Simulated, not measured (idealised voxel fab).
process module | voxel self aligned vias
cross-section cut | 220 nm wide | cells 5 nm
A cross-section is a grid of square cells, given in bands from the top down. A band is one or more rows of cells.
Each band's line starts with the height of the band's top and of its bottom, in nm. Then come its materials from left to right, each with its width in nm. One material with "throughout" fills the band from edge to edge. "air" is empty space.
Height 0 is the level under which the wafer as received is all one material. The lowest band goes on downwards, as in "0 down".
A width such as "30 to 40" changes by the same amount from each row of cells to the next, from the band's top row to its bottom row.
"no change" after a step means that no cell of the cross-section changed.
closed voids: empty space of 8 cells or more with no open way to the top, each as width x height at its distance from the left edge, in nm
after a step's settings: what the simulator itself notes on the step
overlay nm, on a step with a mask: how far to the right of its planned place the mask lay; to the left if negative
plan
1 op RECEIVE | material Si
2 op CONFORMAL_DEP | material SiO2 | thk nm 10
3 op CONFORMAL_DEP | material SiCN | thk nm 5
4 op DIRECTIONAL_DEP | material SiO2 | thk nm 20
5 op MASKED_ETCH | tone open | mask id LINES | width nm 20 | pitch nm 60 | etch materials SiO2 | depth nm 20 | overlay nm 0
6 op CONFORMAL_DEP | material TiN | thk nm 5
7 op FILL_DEP | material W | thk nm 5
8 op CMP | height nm 35
9 op SELECTIVE_ETCH | etch materials W Ru TiN | depth nm 10
10 op FILL_DEP | material SiN | thk nm 5
11 op CMP | height nm 35
12 op DIRECTIONAL_DEP | material SiO2 | thk nm 15
13 op DIRECTIONAL_DEP | material aC | thk nm 15
14 op PATTERN | tone open | mask id VIAS | material resist | width nm 40 | pitch nm 120 | thk nm 30 | overlay nm 0
15 op DIRECTIONAL_ETCH | etch materials aC | depth nm 15
16 op STRIP | etch materials resist
17 op DIRECTIONAL_ETCH | etch materials SiO2 | depth nm 15
18 op DIRECTIONAL_ETCH | etch materials SiN | depth nm 10
19 op STRIP | etch materials aC
20 op CONFORMAL_DEP | material TiN | thk nm 5
21 op FILL_DEP | material W | thk nm 5
22 op CMP | height nm 50
23 op CONFORMAL_DEP | material SiCN | thk nm 5
as received, after step 1
  0 down: Si throughout
  closed voids: none
first wafer at the end, as planned
  55 to 50: SiCN throughout
  50 to 40: SiO2 30 | TiN 5 | W 30 | TiN 5 | SiO2 80 | TiN 5 | W 30 | TiN 5 | SiO2 30
  40 to 35: SiO2 30 | TiN 15 | W 10 | TiN 15 | SiO2 80 | TiN 15 | W 10 | TiN 15 | SiO2 30
  35 to 30: SiO2 40 | TiN 5 | W 10 | TiN 5 | SiO2 40 | SiN 20 | SiO2 40 | TiN 5 | W 10 | TiN 5 | SiO2 40
  30 to 25: SiO2 40 | TiN 20 | SiO2 40 | SiN 20 | SiO2 40 | TiN 20 | SiO2 40
  25 to 20: SiO2 40 | TiN 5 | W 10 | TiN 5 | SiO2 40 | TiN 5 | W 10 | TiN 5 | SiO2 40 | TiN 5 | W 10 | TiN 5 | SiO2 40
  20 to 15: SiO2 40 | TiN 20 | SiO2 40 | TiN 20 | SiO2 40 | TiN 20 | SiO2 40
  15 to 10: SiCN throughout
  10 to 0: SiO2 throughout
  0 down: Si throughout
  closed voids: none
second wafer at the end: like start, like plan, one mistake
  55 to 50: SiCN throughout
  50 to 35: SiO2 30 | TiN 5 | W 30 | TiN 5 | SiO2 80 | TiN 5 | W 30 | TiN 5 | SiO2 30
  35 to 30: SiN 30 | TiN 15 | W 10 | TiN 15 | SiN 80 | TiN 15 | W 10 | TiN 15 | SiN 30
  30 to 25: SiO2 40 | TiN 20 | SiO2 40 | SiN 20 | SiO2 40 | TiN 20 | SiO2 40
  25 to 15: SiO2 40 | TiN 5 | W 10 | TiN 5 | SiO2 40 | TiN 5 | W 10 | TiN 5 | SiO2 40 | TiN 5 | W 10 | TiN 5 | SiO2 40
  15 to 10: SiO2 40 | TiN 20 | SiO2 40 | TiN 20 | SiO2 40 | TiN 20 | SiO2 40
  10 to 0: SiO2 throughout
  0 down: Si throughout
  closed voids: none
what went wrong: step 3 was left out
at the end the second wafer has, in cells: 44 fewer of SiCN | 24 more of SiN | 6 more of TiN | 14 more of W
